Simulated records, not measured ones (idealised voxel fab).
Process module under the name voxel transistor to metal
FYI the section here is cut, 260 nm wide, cells are 5 nm squares.
Each cross-section below is a grid of square cells, stated as bands in top-down order, with one or more rows of cells making up each band.
In this notation a band is specified by the heights of its top and bottom, in that order and in nm, after which its materials appear from left to right, each paired with its width in nm. The word "throughout" attached to a single material means that material fills the band from edge to edge; the word "air" stands for empty space.
Counting heights begins at 0, where everything beneath is, in the wafer as received, one material. The lowest band has no bottom; it goes on downwards, as "0 nm and below" shows.
The two numbers in a width such as "30..40" mark its ends across the band: the first belongs to the top row of cells, the second to the bottom row, and from each row to the next the width moves by the same amount.
The cross-section has no changed cell in any step marked "remained unchanged".
Empty spaces counting at least 8 cells and having no open way to the top are listed in "Fully enclosed voids". The notation width x height at distance is used for each, the distance being from the left edge and all three values in nm.
Where a step's line continues beyond its settings, the continuation is a remark by the simulator itself on that step.
When a step includes a mask, the "overlay nm" setting on its line states how far to the right of its planned place that mask lay, and negative values state how far to the left.
Steps in the process plan
1: RECEIVE [material Si]
2: OXIDIZE [depth nm 5]
3: CONFORMAL_DEP [material SiN] [thk nm 10]
4: PATTERN [tone cover] [mask id ACTIVE] [material resist] [width nm 105] [pitch nm 125] [thk nm 15] [overlay nm 0]
5: DIRECTIONAL_ETCH [etch materials SiN] [depth nm 10]
6: DIRECTIONAL_ETCH [etch materials SiO2] [depth nm 5]
7: DIRECTIONAL_ETCH [etch materials Si] [depth nm 30]
8: STRIP [etch materials resist]
9: OXIDIZE [depth nm 5]
10: FILL_DEP [material SiO2] [thk nm 15]
11: CMP [height nm 10]
12: SELECTIVE_ETCH [etch materials SiO2] [depth nm 5]
13: STRIP [etch materials SiN]
14: SELECTIVE_ETCH [etch materials SiO2] [depth nm 5]
15: OXIDIZE [depth nm 5]
16: DIRECTIONAL_DEP [material polySi] [thk nm 30]
17: DIRECTIONAL_DEP [material SiCN] [thk nm 10]
18: MASKED_ETCH [tone cover] [mask id GATE] [width nm 15] [pitch nm 125] [etch materials SiCN] [depth nm 20] [overlay nm 0]
19: MASKED_ETCH [tone cover] [mask id GATE] [width nm 15] [pitch nm 125] [etch materials polySi] [depth nm 40] [overlay nm 0]
20: CONFORMAL_DEP [material SiO2] [thk nm 5]
21: DIRECTIONAL_ETCH [etch materials SiO2] [depth nm 5]
22: CONFORMAL_DEP [material SiN] [thk nm 10]
23: DIRECTIONAL_ETCH [etch materials SiN] [depth nm 10]
24: DIRECTIONAL_ETCH [etch materials SiO2] [depth nm 5]
25: EPI [material SiGe] [thk nm 5]
26: FILL_DEP [material SiO2] [thk nm 10]
27: CMP [height nm 35]
28: DIRECTIONAL_DEP [material SiO2] [thk nm 15]
29: PATTERN [tone open] [mask id CONTACT] [material resist] [width nm 20] [thk nm 15] [overlay nm 0]
30: DIRECTIONAL_ETCH [etch materials SiO2] [depth nm 55]
31: STRIP [etch materials resist]
32: CONFORMAL_DEP [material TiN] [thk nm 5]
33: FILL_DEP [material Ru] [thk nm 5]
34: CMP [height nm 50]
35: CONFORMAL_DEP [material SiCN] [thk nm 5]
36: DIRECTIONAL_DEP [material lowk] [thk nm 15]
37: MASKED_ETCH [tone open] [mask id METAL_1] [width nm 20] [etch materials lowk] [depth nm 15] [overlay nm 0]
38: MASKED_ETCH [tone open] [mask id METAL_1] [width nm 20] [etch materials SiCN] [depth nm 5] [overlay nm 0]
39: CONFORMAL_DEP [material TiN] [thk nm 5]
40: FILL_DEP [material W] [thk nm 10]
41: CMP [height nm 70]
42: CONFORMAL_DEP [material SiCN] [thk nm 5]
43: DIRECTIONAL_DEP [material SiO2] [thk nm 35]
44: DIRECTIONAL_DEP [material aC] [thk nm 10]
45: PATTERN [tone open] [mask id METAL_2_HOLES] [material resist] [width nm 15] [pitch nm 125] [thk nm 30] [overlay nm 0]
46: DIRECTIONAL_ETCH [etch materials aC] [depth nm 10]
47: STRIP [etch materials resist]
48: DIRECTIONAL_ETCH [etch materials SiO2] [depth nm 35]
49: STRIP [etch materials aC]
50: PATTERN [tone open] [mask id METAL_2] [material resist] [width nm 20] [pitch nm 125] [thk nm 20] [overlay nm 0]
51: DIRECTIONAL_ETCH [etch materials SiO2] [depth nm 20]
52: DIRECTIONAL_ETCH [etch materials SiCN] [depth nm 5]
53: STRIP [etch materials resist]
54: CONFORMAL_DEP [material TiN] [thk nm 5]
55: FILL_DEP [material Cu] [thk nm 5]
56: CMP [height nm 110]
57: CONFORMAL_DEP [material SiN] [thk nm 5]
first wafer, as planned
Wafer as received: cross-section following step 1
* 0 nm and below: Si throughout
* Fully enclosed voids: none
Cross-section: wafer state after step 2
* 0 nm to -5 nm: SiO2 throughout
* Rest of section, below -5: as before.
Cross-section: wafer state after step 3
* 10 nm to 0 nm: SiN throughout
* Rest of section, below 0: as before.
Cross-section: wafer state after step 4
* 25 nm to 10 nm: 15 air  105 resist  20 air  105 resist  15 air
* Rest of section, below 10: as before.
Cross-section: wafer state after step 5
* 25 nm to 10 nm: 15 air  105 resist  20 air  105 resist  15 air
* 10 nm to 0 nm: 15 air  105 SiN  20 air  105 SiN  15 air
* Rest of section, below 0: as before.
Cross-section: wafer state after step 6
* 25 nm to 10 nm: 15 air  105 resist  20 air  105 resist  15 air
* 10 nm to 0 nm: 15 air  105 SiN  20 air  105 SiN  15 air
* 0 nm to -5 nm: 15 air  105 SiO2  20 air  105 SiO2  15 air
* Rest of section, below -5: as before.
Cross-section: wafer state after step 7
* 25 nm to 10 nm: 15 air  105 resist  20 air  105 resist  15 air
* 10 nm to 0 nm: 15 air  105 SiN  20 air  105 SiN  15 air
* 0 nm to -5 nm: 15 air  105 SiO2  20 air  105 SiO2  15 air
* -5 nm to -35 nm: 15 air  105 Si  20 air  105 Si  15 air
* Rest of section, below -35: as before.
Cross-section: wafer state after step 8
* 10 nm to 0 nm: 15 air  105 SiN  20 air  105 SiN  15 air
* Rest of section, below 0: as before.
Cross-section: wafer state after step 9
* 10 nm to 0 nm: 15 air  105 SiN  20 air  105 SiN  15 air
* 0 nm to -5 nm: 15 air  105 SiO2  20 air  105 SiO2  15 air
* -5 nm to -35 nm: 15 air  5 SiO2  95 Si  5 SiO2  20 air  5 SiO2  95 Si  5 SiO2  15 air
* -35 nm to -40 nm: 20 SiO2  95 Si  30 SiO2  95 Si  20 SiO2
* Rest of section, below -40: as before.
Cross-section: wafer state after step 10
* 25 nm to 10 nm: SiO2 throughout
* 10 nm to 0 nm: 15 SiO2  105 SiN  20 SiO2  105 SiN  15 SiO2
* 0 nm to -5 nm: SiO2 throughout
* -5 nm to -40 nm: 20 SiO2  95 Si  30 SiO2  95 Si  20 SiO2
* Rest of section, below -40: as before.
Cross-section: wafer state after step 11
* 10 nm to 0 nm: 15 SiO2  105 SiN  20 SiO2  105 SiN  15 SiO2
* Rest of section, below 0: as before.
Cross-section: wafer state after step 12
* 10 nm to 5 nm: 15 air  105 SiN  20 air  105 SiN  15 air
* Rest of section, below 5: as before.
Cross-section: wafer state after step 13
* 5 nm to 0 nm: 15 SiO2  105 air  20 SiO2  105 air  15 SiO2
* Rest of section, below 0: as before.
Cross-section: wafer state after step 14
* 0 nm to -5 nm: 10 SiO2  115 air  10 SiO2  115 air  10 SiO2
* Rest of section, below -5: as before.
Cross-section: wafer state after step 15
* 0 nm to -5 nm: 10 SiO2  115 air  10 SiO2  115 air  10 SiO2
* -5 nm to -10 nm: SiO2 throughout
* Rest of section, below -10: as before.
Cross-section: wafer state after step 16
* 30 nm to 25 nm: 10 polySi  115 air  10 polySi  115 air  10 polySi
* 25 nm to 0 nm: polySi throughout
* 0 nm to -5 nm: 10 SiO2  115 polySi  10 SiO2  115 polySi  10 SiO2
* Rest of section, below -5: as before.
Cross-section: wafer state after step 17
* 40 nm to 35 nm: 10 SiCN  115 air  10 SiCN  115 air  10 SiCN
* 35 nm to 30 nm: SiCN throughout
* 30 nm to 25 nm: 10 polySi  115 SiCN  10 polySi  115 SiCN  10 polySi
* Rest of section, below 25: as before.
Cross-section: wafer state after step 18
* 35 nm to 30 nm: 60 air  15 SiCN  110 air  15 SiCN  60 air
* 30 nm to 25 nm: 10 polySi  50 air  15 SiCN  50 air  10 polySi  50 air  15 SiCN  50 air  10 polySi
* Rest of section, below 25: as before.
Cross-section: wafer state after step 19
* 35 nm to 25 nm: 60 air  15 SiCN  110 air  15 SiCN  60 air
* 25 nm to 0 nm: 60 air  15 polySi  110 air  15 polySi  60 air
* 0 nm to -5 nm: 10 SiO2  50 air  15 polySi  50 air  10 SiO2  50 air  15 polySi  50 air  10 SiO2
* Rest of section, below -5: as before.
Cross-section: wafer state after step 20
* 40 nm to 35 nm: 55 air  25 SiO2  100 air  25 SiO2  55 air
* 35 nm to 25 nm: 55 air  5 SiO2  15 SiCN  5 SiO2  100 air  5 SiO2  15 SiCN  5 SiO2  55 air
* 25 nm to 5 nm: 55 air  5 SiO2  15 polySi  5 SiO2  100 air  5 SiO2  15 polySi  5 SiO2  55 air
* 5 nm to 0 nm: 15 SiO2  40 air  5 SiO2  15 polySi  5 SiO2  40 air  20 SiO2  40 air  5 SiO2  15 polySi  5 SiO2  40 air  15 SiO2
* 0 nm to -5 nm: 60 SiO2  15 polySi  110 SiO2  15 polySi  60 SiO2
* Rest of section, below -5: as before.
Cross-section: wafer state after step 21
* 35 nm to 25 nm: 55 air  5 SiO2  15 SiCN  5 SiO2  100 air  5 SiO2  15 SiCN  5 SiO2  55 air
* 25 nm to 0 nm: 55 air  5 SiO2  15 polySi  5 SiO2  100 air  5 SiO2  15 polySi  5 SiO2  55 air
* 0 nm to -5 nm: 15 SiO2  40 air  5 SiO2  15 polySi  5 SiO2  40 air  20 SiO2  40 air  5 SiO2  15 polySi  5 SiO2  40 air  15 SiO2
* Rest of section, below -5: as before.
Cross-section: wafer state after step 22
* 45 nm to 35 nm: 45 air  45 SiN  80 air  45 SiN  45 air
* 35 nm to 25 nm: 45 air  10 SiN  5 SiO2  15 SiCN  5 SiO2  10 SiN  80 air  10 SiN  5 SiO2  15 SiCN  5 SiO2  10 SiN  45 air
* 25 nm to 10 nm: 45 air  10 SiN  5 SiO2  15 polySi  5 SiO2  10 SiN  80 air  10 SiN  5 SiO2  15 polySi  5 SiO2  10 SiN  45 air
* 10 nm to 5 nm: 25 SiN  20 air  10 SiN  5 SiO2  15 polySi  5 SiO2  10 SiN  20 air  40 SiN  20 air  10 SiN  5 SiO2  15 polySi  5 SiO2  10 SiN  20 air  25 SiN
* 5 nm to 0 nm: 55 SiN  5 SiO2  15 polySi  5 SiO2  100 SiN  5 SiO2  15 polySi  5 SiO2  55 SiN
* 0 nm to -5 nm: 15 SiO2  40 SiN  5 SiO2  15 polySi  5 SiO2  40 SiN  20 SiO2  40 SiN  5 SiO2  15 polySi  5 SiO2  40 SiN  15 SiO2
* Rest of section, below -5: as before.
Cross-section: wafer state after step 23
* 35 nm to 25 nm: 45 air  10 SiN  5 SiO2  15 SiCN  5 SiO2  10 SiN  80 air  10 SiN  5 SiO2  15 SiCN  5 SiO2  10 SiN  45 air
* 25 nm to 0 nm: 45 air  10 SiN  5 SiO2  15 polySi  5 SiO2  10 SiN  80 air  10 SiN  5 SiO2  15 polySi  5 SiO2  10 SiN  45 air
* 0 nm to -5 nm: 15 SiO2  10 SiN  20 air  10 SiN  5 SiO2  15 polySi  5 SiO2  10 SiN  20 air  10 SiN  20 SiO2  10 SiN  20 air  10 SiN  5 SiO2  15 polySi  5 SiO2  10 SiN  20 air  10 SiN  15 SiO2
* Rest of section, below -5: as before.
Cross-section: wafer state after step 24
* 35 nm to 30 nm: 45 air  10 SiN  5 air  15 SiCN  5 air  10 SiN  80 air  10 SiN  5 air  15 SiCN  5 air  10 SiN  45 air
* 30 nm to 25 nm: 45 air  10 SiN  5 SiO2  15 SiCN  5 SiO2  10 SiN  80 air  10 SiN  5 SiO2  15 SiCN  5 SiO2  10 SiN  45 air
* 25 nm to 0 nm: 45 air  10 SiN  5 SiO2  15 polySi  5 SiO2  10 SiN  80 air  10 SiN  5 SiO2  15 polySi  5 SiO2  10 SiN  45 air
* 0 nm to -5 nm: 15 air  10 SiN  20 air  10 SiN  5 SiO2  15 polySi  5 SiO2  10 SiN  20 air  10 SiN  20 air  10 SiN  20 air  10 SiN  5 SiO2  15 polySi  5 SiO2  10 SiN  20 air  10 SiN  15 air
* -5 nm to -10 nm: 25 SiO2  20 air  45 SiO2  20 air  40 SiO2  20 air  45 SiO2  20 air  25 SiO2
* Rest of section, below -10: as before.
Cross-section: wafer state after step 25
* 35 nm to 30 nm: 45 air  10 SiN  5 air  15 SiCN  5 air  10 SiN  80 air  10 SiN  5 air  15 SiCN  5 air  10 SiN  45 air
* 30 nm to 25 nm: 45 air  10 SiN  5 SiO2  15 SiCN  5 SiO2  10 SiN  80 air  10 SiN  5 SiO2  15 SiCN  5 SiO2  10 SiN  45 air
* 25 nm to 0 nm: 45 air  10 SiN  5 SiO2  15 polySi  5 SiO2  10 SiN  80 air  10 SiN  5 SiO2  15 polySi  5 SiO2  10 SiN  45 air
* 0 nm to -5 nm: 15 air  10 SiN  20 air  10 SiN  5 SiO2  15 polySi  5 SiO2  10 SiN  20 air  10 SiN  20 air  10 SiN  20 air  10 SiN  5 SiO2  15 polySi  5 SiO2  10 SiN  20 air  10 SiN  15 air
* -5 nm to -10 nm: 25 SiO2  20 SiGe  45 SiO2  20 SiGe  40 SiO2  20 SiGe  45 SiO2  20 SiGe  25 SiO2
* Rest of section, below -10: as before.
Cross-section: wafer state after step 26
* 45 nm to 35 nm: SiO2 throughout
* 35 nm to 25 nm: 45 SiO2  10 SiN  5 SiO2  15 SiCN  5 SiO2  10 SiN  80 SiO2  10 SiN  5 SiO2  15 SiCN  5 SiO2  10 SiN  45 SiO2
* 25 nm to 0 nm: 45 SiO2  10 SiN  5 SiO2  15 polySi  5 SiO2  10 SiN  80 SiO2  10 SiN  5 SiO2  15 polySi  5 SiO2  10 SiN  45 SiO2
* 0 nm to -5 nm: 15 SiO2  10 SiN  20 SiO2  10 SiN  5 SiO2  15 polySi  5 SiO2  10 SiN  20 SiO2  10 SiN  20 SiO2  10 SiN  20 SiO2  10 SiN  5 SiO2  15 polySi  5 SiO2  10 SiN  20 SiO2  10 SiN  15 SiO2
* Rest of section, below -5: as before.
Cross-section: wafer state after step 27
* 35 nm to 25 nm: 45 SiO2  10 SiN  5 SiO2  15 SiCN  5 SiO2  10 SiN  80 SiO2  10 SiN  5 SiO2  15 SiCN  5 SiO2  10 SiN  45 SiO2
* Rest of section, below 25: as before.
Cross-section: wafer state after step 28
* 50 nm to 35 nm: SiO2 throughout
* Rest of section, below 35: as before.
Cross-section: wafer state after step 29
* 65 nm to 50 nm: 25 resist  20 air  45 resist  20 air  40 resist  20 air  45 resist  20 air  25 resist
* Rest of section, below 50: as before.
Cross-section: wafer state after step 30
* 65 nm to 50 nm: 25 resist  20 air  45 resist  20 air  40 resist  20 air  45 resist  20 air  25 resist
* 50 nm to 35 nm: 25 SiO2  20 air  45 SiO2  20 air  40 SiO2  20 air  45 SiO2  20 air  25 SiO2
* 35 nm to 25 nm: 25 SiO2  20 air  10 SiN  5 SiO2  15 SiCN  5 SiO2  10 SiN  20 air  40 SiO2  20 air  10 SiN  5 SiO2  15 SiCN  5 SiO2  10 SiN  20 air  25 SiO2
* 25 nm to 0 nm: 25 SiO2  20 air  10 SiN  5 SiO2  15 polySi  5 SiO2  10 SiN  20 air  40 SiO2  20 air  10 SiN  5 SiO2  15 polySi  5 SiO2  10 SiN  20 air  25 SiO2
* 0 nm to -5 nm: 15 SiO2  10 SiN  20 air  10 SiN  5 SiO2  15 polySi  5 SiO2  10 SiN  20 air  10 SiN  20 SiO2  10 SiN  20 air  10 SiN  5 SiO2  15 polySi  5 SiO2  10 SiN  20 air  10 SiN  15 SiO2
* Rest of section, below -5: as before.
Cross-section: wafer state after step 31
* 50 nm to 35 nm: 25 SiO2  20 air  45 SiO2  20 air  40 SiO2  20 air  45 SiO2  20 air  25 SiO2
* Rest of section, below 35: as before.
Cross-section: wafer state after step 32
* 55 nm to 50 nm: 30 TiN  10 air  55 TiN  10 air  50 TiN  10 air  55 TiN  10 air  30 TiN
* 50 nm to 35 nm: 25 SiO2  5 TiN  10 air  5 TiN  45 SiO2  5 TiN  10 air  5 TiN  40 SiO2  5 TiN  10 air  5 TiN  45 SiO2  5 TiN  10 air  5 TiN  25 SiO2
* 35 nm to 25 nm: 25 SiO2  5 TiN  10 air  5 TiN  10 SiN  5 SiO2  15 SiCN  5 SiO2  10 SiN  5 TiN  10 air  5 TiN  40 SiO2  5 TiN  10 air  5 TiN  10 SiN  5 SiO2  15 SiCN  5 SiO2  10 SiN  5 TiN  10 air  5 TiN  25 SiO2
* 25 nm to 0 nm: 25 SiO2  5 TiN  10 air  5 TiN  10 SiN  5 SiO2  15 polySi  5 SiO2  10 SiN  5 TiN  10 air  5 TiN  40 SiO2  5 TiN  10 air  5 TiN  10 SiN  5 SiO2  15 polySi  5 SiO2  10 SiN  5 TiN  10 air  5 TiN  25 SiO2
* 0 nm to -5 nm: 15 SiO2  10 SiN  20 TiN  10 SiN  5 SiO2  15 polySi  5 SiO2  10 SiN  20 TiN  10 SiN  20 SiO2  10 SiN  20 TiN  10 SiN  5 SiO2  15 polySi  5 SiO2  10 SiN  20 TiN  10 SiN  15 SiO2
* Rest of section, below -5: as before.
Cross-section: wafer state after step 33
* 60 nm to 55 nm: Ru throughout
* 55 nm to 50 nm: 30 TiN  10 Ru  55 TiN  10 Ru  50 TiN  10 Ru  55 TiN  10 Ru  30 TiN
* 50 nm to 35 nm: 25 SiO2  5 TiN  10 Ru  5 TiN  45 SiO2  5 TiN  10 Ru  5 TiN  40 SiO2  5 TiN  10 Ru  5 TiN  45 SiO2  5 TiN  10 Ru  5 TiN  25 SiO2
* 35 nm to 25 nm: 25 SiO2  5 TiN  10 Ru  5 TiN  10 SiN  5 SiO2  15 SiCN  5 SiO2  10 SiN  5 TiN  10 Ru  5 TiN  40 SiO2  5 TiN  10 Ru  5 TiN  10 SiN  5 SiO2  15 SiCN  5 SiO2  10 SiN  5 TiN  10 Ru  5 TiN  25 SiO2
* 25 nm to 0 nm: 25 SiO2  5 TiN  10 Ru  5 TiN  10 SiN  5 SiO2  15 polySi  5 SiO2  10 SiN  5 TiN  10 Ru  5 TiN  40 SiO2  5 TiN  10 Ru  5 TiN  10 SiN  5 SiO2  15 polySi  5 SiO2  10 SiN  5 TiN  10 Ru  5 TiN  25 SiO2
* Rest of section, below 0: as before.
Cross-section: wafer state after step 34
* 50 nm to 35 nm: 25 SiO2  5 TiN  10 Ru  5 TiN  45 SiO2  5 TiN  10 Ru  5 TiN  40 SiO2  5 TiN  10 Ru  5 TiN  45 SiO2  5 TiN  10 Ru  5 TiN  25 SiO2
* Rest of section, below 35: as before.
Cross-section: wafer state after step 35
* 55 nm to 50 nm: SiCN throughout
* Rest of section, below 50: as before.
Cross-section: wafer state after step 36
* 70 nm to 55 nm: lowk throughout
* Rest of section, below 55: as before.
Cross-section: wafer state after step 37
* 70 nm to 55 nm: 25 lowk  20 air  45 lowk  20 air  40 lowk  20 air  45 lowk  20 air  25 lowk
* Rest of section, below 55: as before.
Cross-section: wafer state after step 38
* 70 nm to 55 nm: 25 lowk  20 air  45 lowk  20 air  40 lowk  20 air  45 lowk  20 air  25 lowk
* 55 nm to 50 nm: 25 SiCN  20 air  45 SiCN  20 air  40 SiCN  20 air  45 SiCN  20 air  25 SiCN
* Rest of section, below 50: as before.
Cross-section: wafer state after step 39
* 75 nm to 70 nm: 30 TiN  10 air  55 TiN  10 air  50 TiN  10 air  55 TiN  10 air  30 TiN
* 70 nm to 55 nm: 25 lowk  5 TiN  10 air  5 TiN  45 lowk  5 TiN  10 air  5 TiN  40 lowk  5 TiN  10 air  5 TiN  45 lowk  5 TiN  10 air  5 TiN  25 lowk
* 55 nm to 50 nm: 25 SiCN  20 TiN  45 SiCN  20 TiN  40 SiCN  20 TiN  45 SiCN  20 TiN  25 SiCN
* Rest of section, below 50: as before.
Cross-section: wafer state after step 40
* 85 nm to 75 nm: W throughout
* 75 nm to 70 nm: 30 TiN  10 W  55 TiN  10 W  50 TiN  10 W  55 TiN  10 W  30 TiN
* 70 nm to 55 nm: 25 lowk  5 TiN  10 W  5 TiN  45 lowk  5 TiN  10 W  5 TiN  40 lowk  5 TiN  10 W  5 TiN  45 lowk  5 TiN  10 W  5 TiN  25 lowk
* Rest of section, below 55: as before.
Cross-section: wafer state after step 41
* 70 nm to 55 nm: 25 lowk  5 TiN  10 W  5 TiN  45 lowk  5 TiN  10 W  5 TiN  40 lowk  5 TiN  10 W  5 TiN  45 lowk  5 TiN  10 W  5 TiN  25 lowk
* Rest of section, below 55: as before.
Cross-section: wafer state after step 42
* 75 nm to 70 nm: SiCN throughout
* Rest of section, below 70: as before.
Cross-section: wafer state after step 43
* 110 nm to 75 nm: SiO2 throughout
* Rest of section, below 75: as before.
Cross-section: wafer state after step 44
* 120 nm to 110 nm: aC throughout
* Rest of section, below 110: as before.
Cross-section: wafer state after step 45
* 150 nm to 120 nm: 25 resist  15 air  110 resist  15 air  95 resist
* Rest of section, below 120: as before.
Cross-section: wafer state after step 46
* 140 nm to 120 nm: 25 resist  15 air  110 resist  15 air  95 resist
* 120 nm to 110 nm: 25 aC  15 air  110 aC  15 air  95 aC
* Rest of section, below 110: as before.
Cross-section: wafer state after step 47
* 120 nm to 110 nm: 25 aC  15 air  110 aC  15 air  95 aC
* Rest of section, below 110: as before.
Cross-section: wafer state after step 48
* 120 nm to 110 nm: 25 aC  15 air  110 aC  15 air  95 aC
* 110 nm to 75 nm: 25 SiO2  15 air  110 SiO2  15 air  95 SiO2
* Rest of section, below 75: as before.
Cross-section: wafer state after step 49
* 110 nm to 75 nm: 25 SiO2  15 air  110 SiO2  15 air  95 SiO2
* Rest of section, below 75: as before.
Cross-section: wafer state after step 50
* 130 nm to 110 nm: 25 resist  20 air  105 resist  20 air  90 resist
* Rest of section, below 110: as before.
Cross-section: wafer state after step 51
* 130 nm to 110 nm: 25 resist  20 air  105 resist  20 air  90 resist
* 110 nm to 90 nm: 25 SiO2  20 air  105 SiO2  20 air  90 SiO2
* Rest of section, below 90: as before.
Cross-section: wafer state after step 52
* 130 nm to 110 nm: 25 resist  20 air  105 resist  20 air  90 resist
* 110 nm to 90 nm: 25 SiO2  20 air  105 SiO2  20 air  90 SiO2
* 90 nm to 75 nm: 25 SiO2  15 air  110 SiO2  15 air  95 SiO2
* 75 nm to 70 nm: 25 SiCN  15 air  110 SiCN  15 air  95 SiCN
* Rest of section, below 70: as before.
Cross-section: wafer state after step 53
* 110 nm to 90 nm: 25 SiO2  20 air  105 SiO2  20 air  90 SiO2
* Rest of section, below 90: as before.
Cross-section: wafer state after step 54
* 115 nm to 110 nm: 30 TiN  10 air  115 TiN  10 air  95 TiN
* 110 nm to 95 nm: 25 SiO2  5 TiN  10 air  5 TiN  105 SiO2  5 TiN  10 air  5 TiN  90 SiO2
* 95 nm to 90 nm: 25 SiO2  5 TiN  5 air  10 TiN  105 SiO2  5 TiN  5 air  10 TiN  90 SiO2
* 90 nm to 75 nm: 25 SiO2  5 TiN  5 air  5 TiN  110 SiO2  5 TiN  5 air  5 TiN  95 SiO2
* 75 nm to 70 nm: 25 SiCN  15 TiN  110 SiCN  15 TiN  95 SiCN
* Rest of section, below 70: as before.
Cross-section: wafer state after step 55
* 120 nm to 115 nm: Cu throughout
* 115 nm to 110 nm: 30 TiN  10 Cu  115 TiN  10 Cu  95 TiN
* 110 nm to 95 nm: 25 SiO2  5 TiN  10 Cu  5 TiN  105 SiO2  5 TiN  10 Cu  5 TiN  90 SiO2
* 95 nm to 90 nm: 25 SiO2  5 TiN  5 Cu  10 TiN  105 SiO2  5 TiN  5 Cu  10 TiN  90 SiO2
* 90 nm to 75 nm: 25 SiO2  5 TiN  5 Cu  5 TiN  110 SiO2  5 TiN  5 Cu  5 TiN  95 SiO2
* Rest of section, below 75: as before.
Cross-section: wafer state after step 56
* 110 nm to 95 nm: 25 SiO2  5 TiN  10 Cu  5 TiN  105 SiO2  5 TiN  10 Cu  5 TiN  90 SiO2
* Rest of section, below 95: as before.
Cross-section: wafer state after step 57
* 115 nm to 110 nm: SiN throughout
* Rest of section, below 110: as before.
Wafer two of the pair: same origin, same plan, one error during the run; identical to wafer one up to and including step 44
What the second wafer looks like in cross-section when step 45 should have wrapped up
* 150 nm to 120 nm: 20 resist  15 air  110 resist  15 air  100 resist
* Rest of section, below 120: as before.
What the second wafer looks like in cross-section when step 46 should have wrapped up
* 140 nm to 120 nm: 20 resist  15 air  110 resist  15 air  100 resist
* 120 nm to 110 nm: 20 aC  15 air  110 aC  15 air  100 aC
* Rest of section, below 110: as before.
What the second wafer looks like in cross-section when step 47 should have wrapped up
* 120 nm to 110 nm: 20 aC  15 air  110 aC  15 air  100 aC
* Rest of section, below 110: as before.
What the second wafer looks like in cross-section when step 48 should have wrapped up
* 120 nm to 110 nm: 20 aC  15 air  110 aC  15 air  100 aC
* 110 nm to 75 nm: 20 SiO2  15 air  110 SiO2  15 air  100 SiO2
* Rest of section, below 75: as before.
What the second wafer looks like in cross-section when step 49 should have wrapped up
* 110 nm to 75 nm: 20 SiO2  15 air  110 SiO2  15 air  100 SiO2
* Rest of section, below 75: as before.
What the second wafer looks like in cross-section when step 50 should have wrapped up
* 130 nm to 110 nm: 25 resist  20 air  105 resist  20 air  90 resist
* 110 nm to 75 nm: 20 SiO2  5 resist  10 air  110 SiO2  5 resist  10 air  100 SiO2
* Rest of section, below 75: as before.
What the second wafer looks like in cross-section when step 51 should have wrapped up
* 130 nm to 110 nm: 25 resist  20 air  105 resist  20 air  90 resist
* 110 nm to 90 nm: 20 SiO2  5 resist  20 air  100 SiO2  5 resist  20 air  90 SiO2
* Rest of section, below 90: as before.
What the second wafer looks like in cross-section when step 52 should have wrapped up
* 130 nm to 110 nm: 25 resist  20 air  105 resist  20 air  90 resist
* 110 nm to 90 nm: 20 SiO2  5 resist  20 air  100 SiO2  5 resist  20 air  90 SiO2
* 90 nm to 75 nm: 20 SiO2  5 resist  10 air  110 SiO2  5 resist  10 air  100 SiO2
* 75 nm to 70 nm: 25 SiCN  10 air  115 SiCN  10 air  100 SiCN
* Rest of section, below 70: as before.
What the second wafer looks like in cross-section when step 53 should have wrapped up
* 110 nm to 90 nm: 20 SiO2  25 air  100 SiO2  25 air  90 SiO2
* 90 nm to 75 nm: 20 SiO2  15 air  110 SiO2  15 air  100 SiO2
* Rest of section, below 75: as before.
What the second wafer looks like in cross-section when step 54 should have wrapped up
* 115 nm to 110 nm: 25 TiN  15 air  110 TiN  15 air  95 TiN
* 110 nm to 95 nm: 20 SiO2  5 TiN  15 air  5 TiN  100 SiO2  5 TiN  15 air  5 TiN  90 SiO2
* 95 nm to 90 nm: 20 SiO2  5 TiN  5 air  15 TiN  100 SiO2  5 TiN  5 air  15 TiN  90 SiO2
* 90 nm to 80 nm: 20 SiO2  5 TiN  5 air  5 TiN  110 SiO2  5 TiN  5 air  5 TiN  100 SiO2
* 80 nm to 75 nm: 20 SiO2  15 TiN  110 SiO2  15 TiN  100 SiO2
* 75 nm to 70 nm: 25 SiCN  10 TiN  115 SiCN  10 TiN  100 SiCN
* Rest of section, below 70: as before.
What the second wafer looks like in cross-section when step 55 should have wrapped up
* 120 nm to 115 nm: Cu throughout
* 115 nm to 110 nm: 25 TiN  15 Cu  110 TiN  15 Cu  95 TiN
* 110 nm to 95 nm: 20 SiO2  5 TiN  15 Cu  5 TiN  100 SiO2  5 TiN  15 Cu  5 TiN  90 SiO2
* 95 nm to 90 nm: 20 SiO2  5 TiN  5 Cu  15 TiN  100 SiO2  5 TiN  5 Cu  15 TiN  90 SiO2
* 90 nm to 80 nm: 20 SiO2  5 TiN  5 Cu  5 TiN  110 SiO2  5 TiN  5 Cu  5 TiN  100 SiO2
* Rest of section, below 80: as before.
What the second wafer looks like in cross-section when step 56 should have wrapped up
* 110 nm to 95 nm: 20 SiO2  5 TiN  15 Cu  5 TiN  100 SiO2  5 TiN  15 Cu  5 TiN  90 SiO2
* Rest of section, below 95: as before.
What the second wafer looks like in cross-section when step 57 should have wrapped up
* 115 nm to 110 nm: SiN throughout
* Rest of section, below 110: as before.
Deviation from plan: step 45, actual vs plan mismatch, actual run PATTERN [tone open] [mask id METAL_2_HOLES] [material resist] [width nm 15] [pitch nm 125] [thk nm 30] [overlay nm -5]
Final wafer comparison in cells, second versus first, more or fewer per material: Cu: 4 more; SiCN: 2 more; SiO2: 8 fewer; TiN: 2 more
